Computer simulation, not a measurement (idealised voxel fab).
The document below concerns the process module designated voxel trench capacitor.
The width of the displayed cross-section, cut, is 290 nm; its cells are square, with a size of 5 nm.
The cross-sections in this document take the form of a grid made of square cells. They are written out as bands, in order from top to bottom. Each band consists of one or more rows of cells. In this notation a band is specified by the heights of its top and bottom, in that order and in nm, after which its materials appear from left to right, each paired with its width in nm. The word "edge to edge" attached to a single material means that material fills the band from edge to edge; the word "air" stands for empty space. Basically, 0 is our baseline, since under it the wafer straight out of the box is all one material. The bottom band has no lower end and keeps on going down, so it looks like "0 -> down". Think of "30..40" as a width that walks from the first number to the second as you go down the band, top row to bottom row, taking equal-sized steps from row to row. "remained the same" for a step: no cell of the cross-section changed in that step. Each empty space that has no open way to the top and spans at least 8 cells appears under "Closed void list" as width x height at distance, the distance counted from the left edge, all in nm. What comes after the settings on a step's line is commentary from the simulator itself on that step. Regarding "overlay nm": on a step with a mask, it is the distance the mask lay to the right of its planned place; a negative value places it to the left.

## Below is the list of planned process steps
| 1 | RECEIVE | material Si |
| 2 | CONFORMAL_DEP | material SiN | thk nm 5 |
| 3 | DIRECTIONAL_DEP | material aC | thk nm 10 |
| 4 | PATTERN | tone open | mask id TRENCH | material resist | width nm 30 | pitch nm 55 | thk nm 25 | overlay nm 0 |
| 5 | DIRECTIONAL_ETCH | etch materials aC | depth nm 10 |
| 6 | STRIP | etch materials resist |
| 7 | DIRECTIONAL_ETCH | etch materials SiN | depth nm 5 |
| 8 | DIRECTIONAL_ETCH | etch materials Si | depth nm 40 |
| 9 | STRIP | etch materials aC |
| 10 | CONFORMAL_DEP | material HfO2 | thk nm 5 |
| 11 | CONFORMAL_DEP | material TiN | thk nm 5 |
| 12 | FILL_DEP | material W | thk nm 5 |
| 13 | CMP | height nm 5 |

## as received, after step 1
  0 -> down  Si edge to edge
  Closed void list: none

## Cross-sectional view of the first of the two wafers upon completion of the module, processed in accordance with the plan
  5 -> 0  45 of SiN, then 5 of HfO2, then 5 of TiN, then 10 of W, then 5 of TiN, then 5 of HfO2, then 25 of SiN, then 5 of HfO2, then 5 of TiN, then 10 of W, then 5 of TiN, then 5 of HfO2, then 25 of SiN, then 5 of HfO2, then 5 of TiN, then 10 of W, then 5 of TiN, then 5 of HfO2, then 25 of SiN, then 5 of HfO2, then 5 of TiN, then 10 of W, then 5 of TiN, then 5 of HfO2, then 50 of SiN
  0 -> -30  45 of Si, then 5 of HfO2, then 5 of TiN, then 10 of W, then 5 of TiN, then 5 of HfO2, then 25 of Si, then 5 of HfO2, then 5 of TiN, then 10 of W, then 5 of TiN, then 5 of HfO2, then 25 of Si, then 5 of HfO2, then 5 of TiN, then 10 of W, then 5 of TiN, then 5 of HfO2, then 25 of Si, then 5 of HfO2, then 5 of TiN, then 10 of W, then 5 of TiN, then 5 of HfO2, then 50 of Si
  -30 -> -35  45 of Si, then 5 of HfO2, then 20 of TiN, then 5 of HfO2, then 25 of Si, then 5 of HfO2, then 20 of TiN, then 5 of HfO2, then 25 of Si, then 5 of HfO2, then 20 of TiN, then 5 of HfO2, then 25 of Si, then 5 of HfO2, then 20 of TiN, then 5 of HfO2, then 50 of Si
  -35 -> -40  45 of Si, then 30 of HfO2, then 25 of Si, then 30 of HfO2, then 25 of Si, then 30 of HfO2, then 25 of Si, then 30 of HfO2, then 50 of Si
  -40 -> down  Si edge to edge
  Closed void list: none

## Same start, same plan as the first wafer - but one mistake in the run. Cross-section of the second of the two at the end of the module
  0 -> -30  45 of Si, then 5 of HfO2, then 5 of TiN, then 10 of W, then 5 of TiN, then 5 of HfO2, then 25 of Si, then 5 of HfO2, then 5 of TiN, then 10 of W, then 5 of TiN, then 5 of HfO2, then 25 of Si, then 5 of HfO2, then 5 of TiN, then 10 of W, then 5 of TiN, then 5 of HfO2, then 25 of Si, then 5 of HfO2, then 5 of TiN, then 10 of W, then 5 of TiN, then 5 of HfO2, then 50 of Si
  -30 -> -35  45 of Si, then 5 of HfO2, then 20 of TiN, then 5 of HfO2, then 25 of Si, then 5 of HfO2, then 20 of TiN, then 5 of HfO2, then 25 of Si, then 5 of HfO2, then 20 of TiN, then 5 of HfO2, then 25 of Si, then 5 of HfO2, then 20 of TiN, then 5 of HfO2, then 50 of Si
  -35 -> -40  45 of Si, then 30 of HfO2, then 25 of Si, then 30 of HfO2, then 25 of Si, then 30 of HfO2, then 25 of Si, then 30 of HfO2, then 50 of Si
  -40 -> down  Si edge to edge
  Closed void list: none
Short version of what went wrong: step 13 was not run as planned; what actually ran was CMP | height nm 0
Bottom line after processing is that, in cells, the second wafer is up or down on some materials versus the first: HfO2 -8 | SiN -34 | TiN -8 | W -8
